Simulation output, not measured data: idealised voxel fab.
Title: Process Module voxel transistor to metal
cross-section cut | 210 nm wide | cells 5 nm
Think of the cross-section as a grid of square cells. We describe it in bands, top to bottom, and each band covers one or more rows of those cells.
Top height, bottom height, nm. Materials left to right, width each, nm. Single material + "everywhere" = fills band edge to edge. "blank" = empty.
Heights are expressed relative to 0, this being the level below which the as-received wafer comprises one material exclusively. The lowest band is unbounded in the downward direction and is denoted as in "z 0 and below".
So if you see something like "30..40" for the width, read it as the top row of the band sitting at the first number and the bottom row at the second, with every row in between moving by the same amount as the last.
When a step is marked "remained the same", none of the cells in the cross-section changed during that step.
Basically, "Sealed cavities" tells you about the enclosed voids: empty spaces with no open way to the top, 8 cells or bigger, each written width x height at distance, where distance is from the left edge, all in nm.
That trailing text on a step's line, after the settings, is the simulator's own remark on the step.
The optional step-line setting "overlay nm" applies to steps with a mask and quantifies how far to the right of its planned location the mask lay, a negative value indicating leftward placement.
Process steps - plan
- 1: RECEIVE (material Si)
- 2: CONFORMAL_DEP (material SiO2; thk nm 5)
- 3: CONFORMAL_DEP (material SiN; thk nm 10)
- 4: DIRECTIONAL_DEP (material aC; thk nm 15)
- 5: PATTERN (tone cover; mask id ACTIVE; material resist; width nm 105; thk nm 30; overlay nm 0)
- 6: DIRECTIONAL_ETCH (etch materials aC; depth nm 15)
- 7: STRIP (etch materials resist)
- 8: DIRECTIONAL_ETCH (etch materials SiN; depth nm 10)
- 9: DIRECTIONAL_ETCH (etch materials SiO2; depth nm 5)
- 10: DIRECTIONAL_ETCH (etch materials Si; depth nm 35)
- 11: STRIP (etch materials aC)
- 12: OXIDIZE (depth nm 5)
- 13: FILL_DEP (material SiO2; thk nm 5)
- 14: CMP (height nm 15)
- 15: SELECTIVE_ETCH (etch materials SiO2; depth nm 10)
- 16: STRIP (etch materials SiN)
- 17: SELECTIVE_ETCH (etch materials SiO2; depth nm 5)
- 18: OXIDIZE (depth nm 5)
- 19: DIRECTIONAL_DEP (material polySi; thk nm 30)
- 20: DIRECTIONAL_DEP (material SiCN; thk nm 15)
- 21: PATTERN (tone cover; mask id GATE; material resist; width nm 25; thk nm 20; overlay nm 0)
- 22: DIRECTIONAL_ETCH (etch materials SiCN; depth nm 25)
- 23: DIRECTIONAL_ETCH (etch materials polySi; depth nm 40)
- 24: STRIP (etch materials resist)
- 25: CONFORMAL_DEP (material SiN; thk nm 5)
- 26: DIRECTIONAL_ETCH (etch materials SiN; depth nm 5)
- 27: DIRECTIONAL_ETCH (etch materials SiO2; depth nm 5)
- 28: EPI (material pSi; thk nm 5)
- 29: FILL_DEP (material SiO2; thk nm 5)
- 30: CMP (height nm 30)
- 31: STRIP (etch materials polySi)
- 32: SELECTIVE_ETCH (etch materials SiO2; depth nm 5)
- 33: CONFORMAL_DEP (material HfO2; thk nm 5)
- 34: CONFORMAL_DEP (material TiN; thk nm 5)
- 35: FILL_DEP (material W; thk nm 10)
- 36: CMP (height nm 25)
- 37: DIRECTIONAL_DEP (material SiO2; thk nm 15)
- 38: MASKED_ETCH (tone open; mask id CONTACT; width nm 15; pitch nm 70; etch materials SiO2; depth nm 40; overlay nm 0)
- 39: CONFORMAL_DEP (material TiN; thk nm 5)
- 40: FILL_DEP (material W; thk nm 10)
- 41: CMP (height nm 40)
- 42: DIRECTIONAL_DEP (material TiN; thk nm 5)
- 43: DIRECTIONAL_DEP (material Ru; thk nm 20)
- 44: MASKED_ETCH (tone cover; mask id METAL_1; width nm 15; pitch nm 70; etch materials Ru; depth nm 20; overlay nm 0)
- 45: MASKED_ETCH (tone cover; mask id METAL_1; width nm 15; pitch nm 70; etch materials TiN; depth nm 5; overlay nm 0)
- 46: FILL_DEP (material lowk; thk nm 5)
- 47: CMP (height nm 65)
- 48: CONFORMAL_DEP (material SiCN; thk nm 5)
Across this set of wafers, the varied parameter is the width nm of step 38. Starting conditions are identical for every wafer, and the plan reports the value assigned to the first wafer.
Cross-section of the first of several wafers as received (after step 1)
- z 0 and below = Si everywhere
- Sealed cavities: none
The first of several wafers, seen in cross-section after the module's last step, step 48
- z 70 to 65 = SiCN everywhere
- z 65 to 45 = lowk 60, Ru 15, lowk 55, Ru 15, lowk 65
- z 45 to 40 = lowk 60, TiN 15, lowk 55, TiN 15, lowk 65
- z 40 to 25 = SiO2 60, TiN 5, W 5, TiN 5, SiO2 55, TiN 5, W 5, TiN 5, SiO2 65
- z 25 to 5 = SiO2 60, TiN 5, W 5, TiN 5, SiO2 10, SiN 5, HfO2 5, TiN 5, W 5, TiN 5, HfO2 5, SiN 5, SiO2 10, TiN 5, W 5, TiN 5, SiO2 65
- z 5 to 0 = SiO2 60, TiN 15, SiO2 10, SiN 5, HfO2 5, TiN 15, HfO2 5, SiN 5, SiO2 10, TiN 15, SiO2 65
- z 0 to -5 = SiO2 50, pSi 35, HfO2 35, pSi 35, SiO2 55
- z -5 to -40 = SiO2 55, Si 95, SiO2 60
- z -40 and below = Si everywhere
- Sealed cavities: none
Cross-sectional view of the final wafer of several at the module's end
- z 70 to 65 = SiCN everywhere
- z 65 to 45 = lowk 60, Ru 15, lowk 55, Ru 15, lowk 65
- z 45 to 40 = lowk 60, TiN 15, lowk 55, TiN 15, lowk 65
- z 40 to 25 = SiO2 55, TiN 5, W 20, TiN 5, SiO2 40, TiN 5, W 20, TiN 5, SiO2 55
- z 25 to 5 = SiO2 55, TiN 5, W 20, TiN 5, SiN 5, HfO2 5, TiN 5, W 5, TiN 5, HfO2 5, SiN 5, SiO2 5, TiN 5, W 20, TiN 5, SiO2 55
- z 5 to 0 = SiO2 55, TiN 30, SiN 5, HfO2 5, TiN 15, HfO2 5, SiN 5, SiO2 5, TiN 30, SiO2 55
- z 0 to -5 = SiO2 50, pSi 35, HfO2 35, pSi 35, SiO2 55
- z -5 to -40 = SiO2 55, Si 95, SiO2 60
- z -40 and below = Si everywhere
- Sealed cavities: none
Gained (+) or lost (-) cells of each material since receipt, then closed voids: one row per wafer, at the end of the module
width nm 15, +17 HfO2, +24 Ru, -203 Si, +42 SiCN, +10 SiN, +435 SiO2, +51 TiN, +18 W, +180 lowk, +14 pSi, Sealed cavities: none
width nm 20, +17 HfO2, +24 Ru, -203 Si, +42 SiCN, +10 SiN, +419 SiO2, +53 TiN, +32 W, +180 lowk, +14 pSi, Sealed cavities: none
width nm 25, +17 HfO2, +24 Ru, -203 Si, +42 SiCN, +10 SiN, +403 SiO2, +55 TiN, +46 W, +180 lowk, +14 pSi, Sealed cavities: none
width nm 30, +17 HfO2, +24 Ru, -203 Si, +42 SiCN, +10 SiN, +387 SiO2, +57 TiN, +60 W, +180 lowk, +14 pSi, Sealed cavities: none
